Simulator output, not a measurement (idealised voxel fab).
process module | voxel released beams
cross-section cut | 295 nm wide | cells 5 nm
A cross-section is a grid of square cells, given in bands from the top down. A band is one or more rows of cells.
Each band's line starts with the height of the band's top and of its bottom, in nm. Then come its materials from left to right, each with its width in nm. One material with "throughout" fills the band from edge to edge. "air" is empty space.
Height 0 is the level under which the wafer as received is all one material. The lowest band goes on downwards, as in "0 down".
A width such as "30 to 40" changes by the same amount from each row of cells to the next, from the band's top row to its bottom row.
"no change" after a step means that no cell of the cross-section changed.
closed voids: empty space of 8 cells or more with no open way to the top, each as width x height at its distance from the left edge, in nm
after a step's settings: what the simulator itself notes on the step
overlay nm, on a step with a mask: how far to the right of its planned place the mask lay; to the left if negative
plan
1 op RECEIVE | material Si
2 op CONFORMAL_DEP | material Al2O3 | thk nm 5
3 op DIRECTIONAL_DEP | material SiO2 | thk nm 20
4 op MASKED_ETCH | tone open | mask id ANCHOR | width nm 35 | etch materials SiO2 | depth nm 20 | overlay nm 0
5 op CONFORMAL_DEP | material SiN | thk nm 10
6 op DIRECTIONAL_DEP | material aC | thk nm 15
7 op PATTERN | tone cover | mask id BEAM | material resist | width nm 110 | thk nm 30 | overlay nm 0
8 op DIRECTIONAL_ETCH | etch materials aC | depth nm 15
9 op STRIP | etch materials resist
10 op DIRECTIONAL_ETCH | etch materials SiN | depth nm 10
11 op STRIP | etch materials aC
12 op STRIP | etch materials SiO2
as received, after step 1
  0 down: Si throughout
  closed voids: none
a wafer at the end: this start, this plan, one mistake
  35 to 25: air 80 | SiN 25 | air 15 | SiN 70 | air 105
  25 to 15: air 95 | SiN 10 | air 15 | SiN 10 | air 165
  15 to 5: air 95 | SiN 35 | air 165
  5 to 0: Al2O3 throughout
  0 down: Si throughout
  closed voids: none
what went wrong: step 7 ran as: op PATTERN | tone cover | mask id BEAM | material resist | width nm 110 | thk nm 30 | overlay nm -10
